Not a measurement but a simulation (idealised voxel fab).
process module | voxel transistor to metal
cross-section cut | 185 nm wide | cells 5 nm
A cross-section is a grid of square cells, given in bands from the top down. A band is one or more rows of cells.
Each band's line starts with the height of the band's top and of its bottom, in nm. Then come its materials from left to right, each with its width in nm. One material with "throughout" fills the band from edge to edge. "air" is empty space.
Height 0 is the level under which the wafer as received is all one material. The lowest band goes on downwards, as in "0 down".
A width such as "30 to 40" changes by the same amount from each row of cells to the next, from the band's top row to its bottom row.
"no change" after a step means that no cell of the cross-section changed.
closed voids: empty space of 8 cells or more with no open way to the top, each as width x height at its distance from the left edge, in nm
after a step's settings: what the simulator itself notes on the step
overlay nm, on a step with a mask: how far to the right of its planned place the mask lay; to the left if negative
plan
1 op RECEIVE | material Si
2 op OXIDIZE | depth nm 5
3 op CONFORMAL_DEP | material SiN | thk nm 15
4 op MASKED_ETCH | tone cover | mask id ACTIVE | width nm 130 | etch materials SiN | depth nm 15 | overlay nm 0
5 op MASKED_ETCH | tone cover | mask id ACTIVE | width nm 130 | etch materials SiO2 | depth nm 5 | overlay nm 0
6 op MASKED_ETCH | tone cover | mask id ACTIVE | width nm 130 | etch materials Si | depth nm 35 | overlay nm 0
7 op FILL_DEP | material SiO2 | thk nm 10
8 op CMP | height nm 15
9 op SELECTIVE_ETCH | etch materials SiO2 | depth nm 10
10 op STRIP | etch materials SiN
11 op SELECTIVE_ETCH | etch materials SiO2 | depth nm 5
12 op OXIDIZE | depth nm 5
13 op DIRECTIONAL_DEP | material polySi | thk nm 25
14 op DIRECTIONAL_DEP | material SiCN | thk nm 10
15 op DIRECTIONAL_DEP | material aC | thk nm 15
16 op PATTERN | tone cover | mask id GATE | material resist | width nm 30 | thk nm 30 | overlay nm 0
17 op DIRECTIONAL_ETCH | etch materials aC | depth nm 15
18 op STRIP | etch materials resist
19 op DIRECTIONAL_ETCH | etch materials SiCN | depth nm 20
20 op DIRECTIONAL_ETCH | etch materials polySi | depth nm 35
21 op STRIP | etch materials aC
22 op CONFORMAL_DEP | material SiO2 | thk nm 5
23 op DIRECTIONAL_ETCH | etch materials SiO2 | depth nm 5
24 op CONFORMAL_DEP | material SiN | thk nm 10
25 op DIRECTIONAL_ETCH | etch materials SiN | depth nm 10
26 op DIRECTIONAL_ETCH | etch materials SiO2 | depth nm 5
27 op DIRECTIONAL_ETCH | etch materials Si | depth nm 5
28 op EPI | material pSi | thk nm 5
29 op FILL_DEP | material SiO2 | thk nm 10
30 op CMP | height nm 20
31 op STRIP | etch materials polySi
32 op SELECTIVE_ETCH | etch materials SiO2 | depth nm 5
33 op CONFORMAL_DEP | material HfO2 | thk nm 5
34 op CONFORMAL_DEP | material TiN | thk nm 5
35 op FILL_DEP | material W | thk nm 5
36 op CMP | height nm 15
37 op DIRECTIONAL_DEP | material SiO2 | thk nm 10
38 op PATTERN | tone open | mask id CONTACT | material resist | width nm 20 | pitch nm 90 | thk nm 20 | overlay nm 0
39 op DIRECTIONAL_ETCH | etch materials SiO2 | depth nm 35
40 op STRIP | etch materials resist
41 op CONFORMAL_DEP | material TiN | thk nm 5
42 op FILL_DEP | material Ru | thk nm 5
43 op CMP | height nm 25
44 op DIRECTIONAL_DEP | material TiN | thk nm 5
45 op DIRECTIONAL_DEP | material Ru | thk nm 20
46 op MASKED_ETCH | tone cover | mask id METAL_1 | width nm 20 | pitch nm 90 | etch materials Ru | depth nm 20 | overlay nm 0
47 op MASKED_ETCH | tone cover | mask id METAL_1 | width nm 20 | pitch nm 90 | etch materials TiN | depth nm 5 | overlay nm 0
48 op FILL_DEP | material SiO2 | thk nm 5
49 op CMP | height nm 50
50 op CONFORMAL_DEP | material SiN | thk nm 5
first wafer, as planned
as received, after step 1
  0 down: Si throughout
  closed voids: none
after step 2
  0 to -5: SiO2 throughout
  below -5: unchanged
after step 3
  15 to 0: SiN throughout
  below 0: unchanged
after step 4
  15 to 0: air 25 | SiN 130 | air 30
  below 0: unchanged
after step 5
  15 to 0: air 25 | SiN 130 | air 30
  0 to -5: air 25 | SiO2 130 | air 30
  below -5: unchanged
after step 6
  15 to 0: air 25 | SiN 130 | air 30
  0 to -5: air 25 | SiO2 130 | air 30
  -5 to -40: air 25 | Si 130 | air 30
  below -40: unchanged
after step 7
  25 to 15: SiO2 throughout
  15 to 0: SiO2 25 | SiN 130 | SiO2 30
  0 to -5: SiO2 throughout
  -5 to -40: SiO2 25 | Si 130 | SiO2 30
  below -40: unchanged
after step 8
  15 to 0: SiO2 25 | SiN 130 | SiO2 30
  below 0: unchanged
after step 9
  15 to 5: air 25 | SiN 130 | air 30
  below 5: unchanged
after step 10
  5 to 0: SiO2 25 | air 130 | SiO2 30
  below 0: unchanged
after step 11
  0 to -5: SiO2 20 | air 140 | SiO2 25
  below -5: unchanged
after step 12
  0 to -5: SiO2 20 | air 140 | SiO2 25
  -5 to -10: SiO2 throughout
  below -10: unchanged
after step 13
  25 to 20: polySi 20 | air 140 | polySi 25
  20 to 0: polySi throughout
  0 to -5: SiO2 20 | polySi 140 | SiO2 25
  below -5: unchanged
after step 14
  35 to 30: SiCN 20 | air 140 | SiCN 25
  30 to 25: SiCN throughout
  25 to 20: polySi 20 | SiCN 140 | polySi 25
  below 20: unchanged
after step 15
  50 to 45: aC 20 | air 140 | aC 25
  45 to 35: aC throughout
  35 to 30: SiCN 20 | aC 140 | SiCN 25
  below 30: unchanged
after step 16
  80 to 50: air 75 | resist 30 | air 80
  50 to 45: aC 20 | air 55 | resist 30 | air 55 | aC 25
  below 45: unchanged
after step 17
  65 to 45: air 75 | resist 30 | air 80
  45 to 35: air 75 | aC 30 | air 80
  35 to 30: SiCN 20 | air 55 | aC 30 | air 55 | SiCN 25
  below 30: unchanged
after step 18
  45 to 35: air 75 | aC 30 | air 80
  below 35: unchanged
after step 19
  45 to 30: air 75 | aC 30 | air 80
  30 to 25: air 75 | SiCN 30 | air 80
  25 to 20: polySi 20 | air 55 | SiCN 30 | air 55 | polySi 25
  below 20: unchanged
after step 20
  45 to 30: air 75 | aC 30 | air 80
  30 to 20: air 75 | SiCN 30 | air 80
  20 to 0: air 75 | polySi 30 | air 80
  0 to -5: SiO2 20 | air 55 | polySi 30 | air 55 | SiO2 25
  below -5: unchanged
after step 21
  30 to 20: air 75 | SiCN 30 | air 80
  below 20: unchanged
after step 22
  35 to 30: air 70 | SiO2 40 | air 75
  30 to 20: air 70 | SiO2 5 | SiCN 30 | SiO2 5 | air 75
  20 to 5: air 70 | SiO2 5 | polySi 30 | SiO2 5 | air 75
  5 to 0: SiO2 25 | air 45 | SiO2 5 | polySi 30 | SiO2 5 | air 45 | SiO2 30
  0 to -5: SiO2 75 | polySi 30 | SiO2 80
  below -5: unchanged
after step 23
  30 to 20: air 70 | SiO2 5 | SiCN 30 | SiO2 5 | air 75
  20 to 0: air 70 | SiO2 5 | polySi 30 | SiO2 5 | air 75
  0 to -5: SiO2 25 | air 45 | SiO2 5 | polySi 30 | SiO2 5 | air 45 | SiO2 30
  below -5: unchanged
after step 24
  40 to 30: air 60 | SiN 60 | air 65
  30 to 20: air 60 | SiN 10 | SiO2 5 | SiCN 30 | SiO2 5 | SiN 10 | air 65
  20 to 10: air 60 | SiN 10 | SiO2 5 | polySi 30 | SiO2 5 | SiN 10 | air 65
  10 to 5: SiN 35 | air 25 | SiN 10 | SiO2 5 | polySi 30 | SiO2 5 | SiN 10 | air 25 | SiN 40
  5 to 0: SiN 70 | SiO2 5 | polySi 30 | SiO2 5 | SiN 75
  0 to -5: SiO2 25 | SiN 45 | SiO2 5 | polySi 30 | SiO2 5 | SiN 45 | SiO2 30
  below -5: unchanged
after step 25
  30 to 20: air 60 | SiN 10 | SiO2 5 | SiCN 30 | SiO2 5 | SiN 10 | air 65
  20 to 0: air 60 | SiN 10 | SiO2 5 | polySi 30 | SiO2 5 | SiN 10 | air 65
  0 to -5: SiO2 25 | SiN 10 | air 25 | SiN 10 | SiO2 5 | polySi 30 | SiO2 5 | SiN 10 | air 25 | SiN 10 | SiO2 30
  below -5: unchanged
after step 26
  30 to 25: air 60 | SiN 10 | air 5 | SiCN 30 | air 5 | SiN 10 | air 65
  25 to 20: air 60 | SiN 10 | SiO2 5 | SiCN 30 | SiO2 5 | SiN 10 | air 65
  20 to 0: air 60 | SiN 10 | SiO2 5 | polySi 30 | SiO2 5 | SiN 10 | air 65
  0 to -5: air 25 | SiN 10 | air 25 | SiN 10 | SiO2 5 | polySi 30 | SiO2 5 | SiN 10 | air 25 | SiN 10 | air 30
  -5 to -10: SiO2 35 | air 25 | SiO2 60 | air 25 | SiO2 40
  below -10: unchanged
after step 27
  30 to 25: air 60 | SiN 10 | air 5 | SiCN 30 | air 5 | SiN 10 | air 65
  25 to 20: air 60 | SiN 10 | SiO2 5 | SiCN 30 | SiO2 5 | SiN 10 | air 65
  20 to 0: air 60 | SiN 10 | SiO2 5 | polySi 30 | SiO2 5 | SiN 10 | air 65
  0 to -5: air 25 | SiN 10 | air 25 | SiN 10 | SiO2 5 | polySi 30 | SiO2 5 | SiN 10 | air 25 | SiN 10 | air 30
  -5 to -10: SiO2 35 | air 25 | SiO2 60 | air 25 | SiO2 40
  -10 to -15: SiO2 25 | Si 10 | air 25 | Si 60 | air 25 | Si 10 | SiO2 30
  below -15: unchanged
after step 28
  30 to 25: air 60 | SiN 10 | air 5 | SiCN 30 | air 5 | SiN 10 | air 65
  25 to 20: air 60 | SiN 10 | SiO2 5 | SiCN 30 | SiO2 5 | SiN 10 | air 65
  20 to 0: air 60 | SiN 10 | SiO2 5 | polySi 30 | SiO2 5 | SiN 10 | air 65
  0 to -5: air 25 | SiN 10 | air 25 | SiN 10 | SiO2 5 | polySi 30 | SiO2 5 | SiN 10 | air 25 | SiN 10 | air 30
  -5 to -10: SiO2 35 | pSi 5 | air 15 | pSi 5 | SiO2 60 | pSi 5 | air 15 | pSi 5 | SiO2 40
  -10 to -15: SiO2 25 | Si 10 | pSi 25 | Si 60 | pSi 25 | Si 10 | SiO2 30
  below -15: unchanged
after step 29
  40 to 30: SiO2 throughout
  30 to 20: SiO2 60 | SiN 10 | SiO2 5 | SiCN 30 | SiO2 5 | SiN 10 | SiO2 65
  20 to 0: SiO2 60 | SiN 10 | SiO2 5 | polySi 30 | SiO2 5 | SiN 10 | SiO2 65
  0 to -5: SiO2 25 | SiN 10 | SiO2 25 | SiN 10 | SiO2 5 | polySi 30 | SiO2 5 | SiN 10 | SiO2 25 | SiN 10 | SiO2 30
  -5 to -10: SiO2 35 | pSi 5 | SiO2 15 | pSi 5 | SiO2 60 | pSi 5 | SiO2 15 | pSi 5 | SiO2 40
  below -10: unchanged
after step 30
  20 to 0: SiO2 60 | SiN 10 | SiO2 5 | polySi 30 | SiO2 5 | SiN 10 | SiO2 65
  below 0: unchanged
after step 31
  20 to 0: SiO2 60 | SiN 10 | SiO2 5 | air 30 | SiO2 5 | SiN 10 | SiO2 65
  0 to -5: SiO2 25 | SiN 10 | SiO2 25 | SiN 10 | SiO2 5 | air 30 | SiO2 5 | SiN 10 | SiO2 25 | SiN 10 | SiO2 30
  below -5: unchanged
after step 32
  20 to 15: air 60 | SiN 10 | air 40 | SiN 10 | air 65
  15 to 0: SiO2 60 | SiN 10 | air 40 | SiN 10 | SiO2 65
  0 to -5: SiO2 25 | SiN 10 | SiO2 25 | SiN 10 | air 40 | SiN 10 | SiO2 25 | SiN 10 | SiO2 30
  -5 to -10: SiO2 35 | pSi 5 | SiO2 15 | pSi 5 | SiO2 10 | air 40 | SiO2 10 | pSi 5 | SiO2 15 | pSi 5 | SiO2 40
  below -10: unchanged
after step 33
  25 to 20: air 55 | HfO2 20 | air 30 | HfO2 20 | air 60
  20 to 15: HfO2 60 | SiN 10 | HfO2 5 | air 30 | HfO2 5 | SiN 10 | HfO2 65
  15 to 0: SiO2 60 | SiN 10 | HfO2 5 | air 30 | HfO2 5 | SiN 10 | SiO2 65
  0 to -5: SiO2 25 | SiN 10 | SiO2 25 | SiN 10 | HfO2 5 | air 30 | HfO2 5 | SiN 10 | SiO2 25 | SiN 10 | SiO2 30
  -5 to -10: SiO2 35 | pSi 5 | SiO2 15 | pSi 5 | SiO2 10 | HfO2 40 | SiO2 10 | pSi 5 | SiO2 15 | pSi 5 | SiO2 40
  below -10: unchanged
after step 34
  30 to 25: air 50 | TiN 30 | air 20 | TiN 30 | air 55
  25 to 20: TiN 55 | HfO2 20 | TiN 5 | air 20 | TiN 5 | HfO2 20 | TiN 60
  20 to 15: HfO2 60 | SiN 10 | HfO2 5 | TiN 5 | air 20 | TiN 5 | HfO2 5 | SiN 10 | HfO2 65
  15 to 0: SiO2 60 | SiN 10 | HfO2 5 | TiN 5 | air 20 | TiN 5 | HfO2 5 | SiN 10 | SiO2 65
  0 to -5: SiO2 25 | SiN 10 | SiO2 25 | SiN 10 | HfO2 5 | TiN 30 | HfO2 5 | SiN 10 | SiO2 25 | SiN 10 | SiO2 30
  below -5: unchanged
after step 35
  35 to 30: W throughout
  30 to 25: W 50 | TiN 30 | W 20 | TiN 30 | W 55
  25 to 20: TiN 55 | HfO2 20 | TiN 5 | W 20 | TiN 5 | HfO2 20 | TiN 60
  20 to 15: HfO2 60 | SiN 10 | HfO2 5 | TiN 5 | W 20 | TiN 5 | HfO2 5 | SiN 10 | HfO2 65
  15 to 0: SiO2 60 | SiN 10 | HfO2 5 | TiN 5 | W 20 | TiN 5 | HfO2 5 | SiN 10 | SiO2 65
  below 0: unchanged
after step 36
  15 to 0: SiO2 60 | SiN 10 | HfO2 5 | TiN 5 | W 20 | TiN 5 | HfO2 5 | SiN 10 | SiO2 65
  below 0: unchanged
after step 37
  25 to 15: SiO2 throughout
  below 15: unchanged
after step 38
  45 to 25: resist 35 | air 20 | resist 70 | air 20 | resist 40
  below 25: unchanged
after step 39
  45 to 25: resist 35 | air 20 | resist 70 | air 20 | resist 40
  25 to 15: SiO2 35 | air 20 | SiO2 70 | air 20 | SiO2 40
  15 to 0: SiO2 35 | air 20 | SiO2 5 | SiN 10 | HfO2 5 | TiN 5 | W 20 | TiN 5 | HfO2 5 | SiN 10 | SiO2 5 | air 20 | SiO2 40
  0 to -5: SiO2 25 | SiN 10 | air 20 | SiO2 5 | SiN 10 | HfO2 5 | TiN 30 | HfO2 5 | SiN 10 | SiO2 5 | air 20 | SiN 10 | SiO2 30
  -5 to -10: SiO2 35 | pSi 5 | air 15 | pSi 5 | SiO2 10 | HfO2 40 | SiO2 10 | pSi 5 | air 15 | pSi 5 | SiO2 40
  below -10: unchanged
after step 40
  25 to 15: SiO2 35 | air 20 | SiO2 70 | air 20 | SiO2 40
  below 15: unchanged
after step 41
  30 to 25: TiN 40 | air 10 | TiN 80 | air 10 | TiN 45
  25 to 15: SiO2 35 | TiN 5 | air 10 | TiN 5 | SiO2 70 | TiN 5 | air 10 | TiN 5 | SiO2 40
  15 to 0: SiO2 35 | TiN 5 | air 10 | TiN 5 | SiO2 5 | SiN 10 | HfO2 5 | TiN 5 | W 20 | TiN 5 | HfO2 5 | SiN 10 | SiO2 5 | TiN 5 | air 10 | TiN 5 | SiO2 40
  0 to -5: SiO2 25 | SiN 10 | TiN 10 | air 5 | TiN 5 | SiO2 5 | SiN 10 | HfO2 5 | TiN 30 | HfO2 5 | SiN 10 | SiO2 5 | TiN 5 | air 5 | TiN 10 | SiN 10 | SiO2 30
  -5 to -10: SiO2 35 | pSi 5 | TiN 15 | pSi 5 | SiO2 10 | HfO2 40 | SiO2 10 | pSi 5 | TiN 15 | pSi 5 | SiO2 40
  below -10: unchanged
after step 42
  35 to 30: Ru throughout
  30 to 25: TiN 40 | Ru 10 | TiN 80 | Ru 10 | TiN 45
  25 to 15: SiO2 35 | TiN 5 | Ru 10 | TiN 5 | SiO2 70 | TiN 5 | Ru 10 | TiN 5 | SiO2 40
  15 to 0: SiO2 35 | TiN 5 | Ru 10 | TiN 5 | SiO2 5 | SiN 10 | HfO2 5 | TiN 5 | W 20 | TiN 5 | HfO2 5 | SiN 10 | SiO2 5 | TiN 5 | Ru 10 | TiN 5 | SiO2 40
  0 to -5: SiO2 25 | SiN 10 | TiN 10 | Ru 5 | TiN 5 | SiO2 5 | SiN 10 | HfO2 5 | TiN 30 | HfO2 5 | SiN 10 | SiO2 5 | TiN 5 | Ru 5 | TiN 10 | SiN 10 | SiO2 30
  below -5: unchanged
after step 43
  25 to 15: SiO2 35 | TiN 5 | Ru 10 | TiN 5 | SiO2 70 | TiN 5 | Ru 10 | TiN 5 | SiO2 40
  below 15: unchanged
after step 44
  30 to 25: TiN throughout
  below 25: unchanged
after step 45
  50 to 30: Ru throughout
  below 30: unchanged
after step 46
  50 to 30: air 35 | Ru 20 | air 70 | Ru 20 | air 40
  below 30: unchanged
after step 47
  50 to 30: air 35 | Ru 20 | air 70 | Ru 20 | air 40
  30 to 25: air 35 | TiN 20 | air 70 | TiN 20 | air 40
  below 25: unchanged
after step 48
  55 to 50: SiO2 throughout
  50 to 30: SiO2 35 | Ru 20 | SiO2 70 | Ru 20 | SiO2 40
  30 to 25: SiO2 35 | TiN 20 | SiO2 70 | TiN 20 | SiO2 40
  below 25: unchanged
after step 49
  50 to 30: SiO2 35 | Ru 20 | SiO2 70 | Ru 20 | SiO2 40
  below 30: unchanged
after step 50
  55 to 50: SiN throughout
  below 50: unchanged
second wafer: like start, like plan, one mistake. Through step 3 it matches the first wafer
when step 4 should have ended
  15 to 0: SiN 25 | air 130 | SiN 30
  below 0: unchanged
when step 5 should have ended: no change
when step 6 should have ended: no change
when step 7 should have ended
  25 to 15: SiO2 throughout
  15 to 0: SiN 25 | SiO2 130 | SiN 30
  below 0: unchanged
when step 8 should have ended
  15 to 0: SiN 25 | SiO2 130 | SiN 30
  below 0: unchanged
when step 9 should have ended
  15 to 5: SiN 25 | air 130 | SiN 30
  below 5: unchanged
when step 10 should have ended
  5 to 0: air 25 | SiO2 130 | air 30
  below 0: unchanged
when step 11 should have ended
  0 to -5: air 30 | SiO2 120 | air 35
  below -5: unchanged
when step 12 should have ended
  0 to -5: air 30 | SiO2 120 | air 35
  -5 to -10: SiO2 35 | Si 110 | SiO2 40
  below -10: unchanged
when step 13 should have ended
  25 to 20: air 30 | polySi 120 | air 35
  20 to 0: polySi throughout
  0 to -5: polySi 30 | SiO2 120 | polySi 35
  below -5: unchanged
when step 14 should have ended
  35 to 30: air 30 | SiCN 120 | air 35
  30 to 25: SiCN throughout
  25 to 20: SiCN 30 | polySi 120 | SiCN 35
  below 20: unchanged
when step 15 should have ended
  50 to 45: air 30 | aC 120 | air 35
  45 to 35: aC throughout
  35 to 30: aC 30 | SiCN 120 | aC 35
  below 30: unchanged
when step 16 should have ended
  80 to 50: air 75 | resist 30 | air 80
  below 50: unchanged
when step 17 should have ended
  65 to 50: air 75 | resist 30 | air 80
  50 to 35: air 75 | aC 30 | air 80
  35 to 30: air 30 | SiCN 120 | air 35
  below 30: unchanged
when step 18 should have ended
  50 to 35: air 75 | aC 30 | air 80
  below 35: unchanged
when step 19 should have ended
  50 to 35: air 75 | aC 30 | air 80
  35 to 25: air 75 | SiCN 30 | air 80
  25 to 20: air 30 | polySi 120 | air 35
  below 20: unchanged
when step 20 should have ended
  50 to 35: air 75 | aC 30 | air 80
  35 to 25: air 75 | SiCN 30 | air 80
  25 to 0: air 75 | polySi 30 | air 80
  0 to -5: air 30 | SiO2 120 | air 35
  below -5: unchanged
when step 21 should have ended
  35 to 25: air 75 | SiCN 30 | air 80
  below 25: unchanged
when step 22 should have ended
  40 to 35: air 70 | SiO2 40 | air 75
  35 to 25: air 70 | SiO2 5 | SiCN 30 | SiO2 5 | air 75
  25 to 5: air 70 | SiO2 5 | polySi 30 | SiO2 5 | air 75
  5 to 0: air 25 | SiO2 50 | polySi 30 | SiO2 50 | air 30
  0 to -5: SiO2 throughout
  below -5: unchanged
when step 23 should have ended
  35 to 25: air 70 | SiO2 5 | SiCN 30 | SiO2 5 | air 75
  25 to 0: air 70 | SiO2 5 | polySi 30 | SiO2 5 | air 75
  0 to -5: air 25 | SiO2 130 | air 30
  below -5: unchanged
when step 24 should have ended
  45 to 35: air 60 | SiN 60 | air 65
  35 to 25: air 60 | SiN 10 | SiO2 5 | SiCN 30 | SiO2 5 | SiN 10 | air 65
  25 to 10: air 60 | SiN 10 | SiO2 5 | polySi 30 | SiO2 5 | SiN 10 | air 65
  10 to 5: air 15 | SiN 55 | SiO2 5 | polySi 30 | SiO2 5 | SiN 55 | air 20
  5 to 0: SiN 70 | SiO2 5 | polySi 30 | SiO2 5 | SiN 75
  0 to -5: SiN 25 | SiO2 130 | SiN 30
  below -5: unchanged
when step 25 should have ended
  35 to 25: air 60 | SiN 10 | SiO2 5 | SiCN 30 | SiO2 5 | SiN 10 | air 65
  25 to 0: air 60 | SiN 10 | SiO2 5 | polySi 30 | SiO2 5 | SiN 10 | air 65
  0 to -5: air 15 | SiN 10 | SiO2 130 | SiN 10 | air 20
  below -5: unchanged
when step 26 should have ended
  35 to 30: air 60 | SiN 10 | air 5 | SiCN 30 | air 5 | SiN 10 | air 65
  30 to 25: air 60 | SiN 10 | SiO2 5 | SiCN 30 | SiO2 5 | SiN 10 | air 65
  25 to 0: air 60 | SiN 10 | SiO2 5 | polySi 30 | SiO2 5 | SiN 10 | air 65
  0 to -5: air 15 | SiN 10 | air 35 | SiO2 60 | air 35 | SiN 10 | air 20
  -5 to -10: air 15 | SiO2 20 | Si 110 | SiO2 20 | air 20
  below -10: unchanged
when step 27 should have ended
  35 to 30: air 60 | SiN 10 | air 5 | SiCN 30 | air 5 | SiN 10 | air 65
  30 to 25: air 60 | SiN 10 | SiO2 5 | SiCN 30 | SiO2 5 | SiN 10 | air 65
  25 to 0: air 60 | SiN 10 | SiO2 5 | polySi 30 | SiO2 5 | SiN 10 | air 65
  0 to -5: air 15 | SiN 10 | air 35 | SiO2 60 | air 35 | SiN 10 | air 20
  -5 to -10: air 15 | SiO2 20 | air 25 | Si 60 | air 25 | SiO2 20 | air 20
  -10 to -15: air 15 | Si 150 | air 20
  below -15: unchanged
when step 28 should have ended
  35 to 30: air 60 | SiN 10 | air 5 | SiCN 30 | air 5 | SiN 10 | air 65
  30 to 25: air 60 | SiN 10 | SiO2 5 | SiCN 30 | SiO2 5 | SiN 10 | air 65
  25 to 0: air 60 | SiN 10 | SiO2 5 | polySi 30 | SiO2 5 | SiN 10 | air 65
  0 to -5: air 15 | SiN 10 | air 30 | pSi 5 | SiO2 60 | pSi 5 | air 30 | SiN 10 | air 20
  -5 to -10: air 10 | pSi 5 | SiO2 20 | pSi 25 | Si 60 | pSi 25 | SiO2 20 | pSi 5 | air 15
  -10 to -15: pSi 15 | Si 150 | pSi 20
  below -15: unchanged
when step 29 should have ended
  45 to 35: SiO2 throughout
  35 to 25: SiO2 60 | SiN 10 | SiO2 5 | SiCN 30 | SiO2 5 | SiN 10 | SiO2 65
  25 to 0: SiO2 60 | SiN 10 | SiO2 5 | polySi 30 | SiO2 5 | SiN 10 | SiO2 65
  0 to -5: SiO2 15 | SiN 10 | SiO2 30 | pSi 5 | SiO2 60 | pSi 5 | SiO2 30 | SiN 10 | SiO2 20
  -5 to -10: SiO2 10 | pSi 5 | SiO2 20 | pSi 25 | Si 60 | pSi 25 | SiO2 20 | pSi 5 | SiO2 15
  below -10: unchanged
when step 30 should have ended
  20 to 0: SiO2 60 | SiN 10 | SiO2 5 | polySi 30 | SiO2 5 | SiN 10 | SiO2 65
  below 0: unchanged
when step 31 should have ended
  20 to 0: SiO2 60 | SiN 10 | SiO2 5 | air 30 | SiO2 5 | SiN 10 | SiO2 65
  below 0: unchanged
when step 32 should have ended
  20 to 15: air 60 | SiN 10 | air 40 | SiN 10 | air 65
  15 to 0: SiO2 60 | SiN 10 | air 40 | SiN 10 | SiO2 65
  0 to -5: SiO2 15 | SiN 10 | SiO2 30 | pSi 5 | SiO2 10 | air 40 | SiO2 10 | pSi 5 | SiO2 30 | SiN 10 | SiO2 20
  below -5: unchanged
when step 33 should have ended
  25 to 20: air 55 | HfO2 20 | air 30 | HfO2 20 | air 60
  20 to 15: HfO2 60 | SiN 10 | HfO2 5 | air 30 | HfO2 5 | SiN 10 | HfO2 65
  15 to 0: SiO2 60 | SiN 10 | HfO2 5 | air 30 | HfO2 5 | SiN 10 | SiO2 65
  0 to -5: SiO2 15 | SiN 10 | SiO2 30 | pSi 5 | SiO2 10 | HfO2 40 | SiO2 10 | pSi 5 | SiO2 30 | SiN 10 | SiO2 20
  below -5: unchanged
when step 34 should have ended
  30 to 25: air 50 | TiN 30 | air 20 | TiN 30 | air 55
  25 to 20: TiN 55 | HfO2 20 | TiN 5 | air 20 | TiN 5 | HfO2 20 | TiN 60
  20 to 15: HfO2 60 | SiN 10 | HfO2 5 | TiN 5 | air 20 | TiN 5 | HfO2 5 | SiN 10 | HfO2 65
  15 to 5: SiO2 60 | SiN 10 | HfO2 5 | TiN 5 | air 20 | TiN 5 | HfO2 5 | SiN 10 | SiO2 65
  5 to 0: SiO2 60 | SiN 10 | HfO2 5 | TiN 30 | HfO2 5 | SiN 10 | SiO2 65
  below 0: unchanged
when step 35 should have ended
  35 to 30: W throughout
  30 to 25: W 50 | TiN 30 | W 20 | TiN 30 | W 55
  25 to 20: TiN 55 | HfO2 20 | TiN 5 | W 20 | TiN 5 | HfO2 20 | TiN 60
  20 to 15: HfO2 60 | SiN 10 | HfO2 5 | TiN 5 | W 20 | TiN 5 | HfO2 5 | SiN 10 | HfO2 65
  15 to 5: SiO2 60 | SiN 10 | HfO2 5 | TiN 5 | W 20 | TiN 5 | HfO2 5 | SiN 10 | SiO2 65
  below 5: unchanged
when step 36 should have ended
  15 to 5: SiO2 60 | SiN 10 | HfO2 5 | TiN 5 | W 20 | TiN 5 | HfO2 5 | SiN 10 | SiO2 65
  below 5: unchanged
when step 37 should have ended
  25 to 15: SiO2 throughout
  below 15: unchanged
when step 38 should have ended
  45 to 25: resist 35 | air 20 | resist 70 | air 20 | resist 40
  below 25: unchanged
when step 39 should have ended
  45 to 25: resist 35 | air 20 | resist 70 | air 20 | resist 40
  25 to 15: SiO2 35 | air 20 | SiO2 70 | air 20 | SiO2 40
  15 to 5: SiO2 35 | air 20 | SiO2 5 | SiN 10 | HfO2 5 | TiN 5 | W 20 | TiN 5 | HfO2 5 | SiN 10 | SiO2 5 | air 20 | SiO2 40
  5 to 0: SiO2 35 | air 20 | SiO2 5 | SiN 10 | HfO2 5 | TiN 30 | HfO2 5 | SiN 10 | SiO2 5 | air 20 | SiO2 40
  0 to -5: SiO2 15 | SiN 10 | SiO2 10 | air 20 | pSi 5 | SiO2 10 | HfO2 40 | SiO2 10 | pSi 5 | air 20 | SiO2 10 | SiN 10 | SiO2 20
  below -5: unchanged
when step 40 should have ended
  25 to 15: SiO2 35 | air 20 | SiO2 70 | air 20 | SiO2 40
  below 15: unchanged
when step 41 should have ended
  30 to 25: TiN 40 | air 10 | TiN 80 | air 10 | TiN 45
  25 to 15: SiO2 35 | TiN 5 | air 10 | TiN 5 | SiO2 70 | TiN 5 | air 10 | TiN 5 | SiO2 40
  15 to 5: SiO2 35 | TiN 5 | air 10 | TiN 5 | SiO2 5 | SiN 10 | HfO2 5 | TiN 5 | W 20 | TiN 5 | HfO2 5 | SiN 10 | SiO2 5 | TiN 5 | air 10 | TiN 5 | SiO2 40
  5 to 0: SiO2 35 | TiN 5 | air 10 | TiN 5 | SiO2 5 | SiN 10 | HfO2 5 | TiN 30 | HfO2 5 | SiN 10 | SiO2 5 | TiN 5 | air 10 | TiN 5 | SiO2 40
  0 to -5: SiO2 15 | SiN 10 | SiO2 10 | TiN 20 | pSi 5 | SiO2 10 | HfO2 40 | SiO2 10 | pSi 5 | TiN 20 | SiO2 10 | SiN 10 | SiO2 20
  below -5: unchanged
when step 42 should have ended
  35 to 30: Ru throughout
  30 to 25: TiN 40 | Ru 10 | TiN 80 | Ru 10 | TiN 45
  25 to 15: SiO2 35 | TiN 5 | Ru 10 | TiN 5 | SiO2 70 | TiN 5 | Ru 10 | TiN 5 | SiO2 40
  15 to 5: SiO2 35 | TiN 5 | Ru 10 | TiN 5 | SiO2 5 | SiN 10 | HfO2 5 | TiN 5 | W 20 | TiN 5 | HfO2 5 | SiN 10 | SiO2 5 | TiN 5 | Ru 10 | TiN 5 | SiO2 40
  5 to 0: SiO2 35 | TiN 5 | Ru 10 | TiN 5 | SiO2 5 | SiN 10 | HfO2 5 | TiN 30 | HfO2 5 | SiN 10 | SiO2 5 | TiN 5 | Ru 10 | TiN 5 | SiO2 40
  below 0: unchanged
when step 43 should have ended
  25 to 15: SiO2 35 | TiN 5 | Ru 10 | TiN 5 | SiO2 70 | TiN 5 | Ru 10 | TiN 5 | SiO2 40
  below 15: unchanged
when step 44 should have ended
  30 to 25: TiN throughout
  below 25: unchanged
when step 45 should have ended
  50 to 30: Ru throughout
  below 30: unchanged
when step 46 should have ended
  50 to 30: air 35 | Ru 20 | air 70 | Ru 20 | air 40
  below 30: unchanged
when step 47 should have ended
  50 to 30: air 35 | Ru 20 | air 70 | Ru 20 | air 40
  30 to 25: air 35 | TiN 20 | air 70 | TiN 20 | air 40
  below 25: unchanged
when step 48 should have ended
  55 to 50: SiO2 throughout
  50 to 30: SiO2 35 | Ru 20 | SiO2 70 | Ru 20 | SiO2 40
  30 to 25: SiO2 35 | TiN 20 | SiO2 70 | TiN 20 | SiO2 40
  below 25: unchanged
when step 49 should have ended
  50 to 30: SiO2 35 | Ru 20 | SiO2 70 | Ru 20 | SiO2 40
  below 30: unchanged
when step 50 should have ended
  55 to 50: SiN throughout
  below 50: unchanged
what went wrong: step 4 ran as: op MASKED_ETCH | tone open | mask id ACTIVE | width nm 130 | etch materials SiN | depth nm 15 | overlay nm 0
at the end the second wafer has, in cells: 2 fewer of HfO2 | 2 fewer of Ru | 81 more of Si | 4 fewer of SiN | 70 fewer of SiO2 | 6 fewer of TiN | 4 fewer of W | 7 more of pSi
